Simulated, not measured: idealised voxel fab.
Process module, titled voxel self aligned contacts
Square cell edge 5 nm, section width 290 nm, ID cut.
Cross-section format: a grid of square cells, given as bands from top to bottom; each band is one or more rows of cells. Band: top height; bottom height; in nm. Then, left to right: material with width in nm, for each material. "throughout": a single material spanning edge to edge. "empty": empty space. Height datum 0, below which the as-received substrate wafer is one material. Lowest band open at the bottom, running downward: "0 down". The two numbers in a width such as "30..40" mark its ends across the band: the first belongs to the top row of cells, the second to the bottom row, and from each row to the next the width moves by the same amount. Basically "nothing different" means that step didn't change any cell in the cross-section. "Sealed void inventory" enumerates empty spaces isolated from the top, with no open way to it, that contain at least 8 cells, giving each as width x height at distance from the left edge, all three in nm. Anything after a step's settings on that line? It's the simulator's own note about the step. A step line may carry the setting "overlay nm", which, for steps involving a mask, states the distance by which the mask lay to the right of its intended position; negative values denote displacement to the left.
THE FOLLOWING LIST GIVES THE PLANNED PROCESS STEPS
| 1 | RECEIVE | material Si |
| 2 | CONFORMAL_DEP | material SiO2 | thk nm 5 |
| 3 | DIRECTIONAL_DEP | material polySi | thk nm 30 |
| 4 | DIRECTIONAL_DEP | material SiN | thk nm 20 |
| 5 | MASKED_ETCH | tone cover | mask id GATE | width nm 25 | pitch nm 60 | etch materials SiN | depth nm 20 | overlay nm 0 |
| 6 | MASKED_ETCH | tone cover | mask id GATE | width nm 25 | pitch nm 60 | etch materials polySi | depth nm 30 | overlay nm 0 |
| 7 | CONFORMAL_DEP | material SiN | thk nm 10 |
| 8 | DIRECTIONAL_ETCH | etch materials SiN | depth nm 10 |
| 9 | FILL_DEP | material SiO2 | thk nm 10 |
| 10 | CMP | height nm 60 |
| 11 | DIRECTIONAL_DEP | material aC | thk nm 15 |
| 12 | PATTERN | tone open | mask id CONTACT | material resist | width nm 45 | thk nm 35 | overlay nm 0 |
| 13 | DIRECTIONAL_ETCH | etch materials aC | depth nm 15 |
| 14 | STRIP | etch materials resist |
| 15 | DIRECTIONAL_ETCH | etch materials SiO2 | depth nm 60 |
| 16 | STRIP | etch materials aC |
| 17 | CONFORMAL_DEP | material TiN | thk nm 5 |
| 18 | FILL_DEP | material W | thk nm 5 |
| 19 | CMP | height nm 60 |
| 20 | CONFORMAL_DEP | material SiN | thk nm 5 |
INCOMING WAFER, CROSS-SECTIONAL VIEW, POST STEP 1
  0 down  Si throughout
  Sealed void inventory: none
ONE MISTAKE IN RUNNING THE MODULE, OTHERWISE START AND PLAN AS ABOVE: CROSS-SECTION AT THE END
  65 to 60  SiN throughout
  60 to 55  90 nm SiO2, 45 nm SiN, 15 nm TiN, 45 nm SiN, 95 nm SiO2
  55 to 35  SiN throughout
  35 to 5  polySi throughout
  5 to 0  SiO2 throughout
  0 down  Si throughout
  Sealed void inventory: none
It is concluded that the wafer was processed incorrectly with respect to the plan, in that twice, step 4 of the plan was run
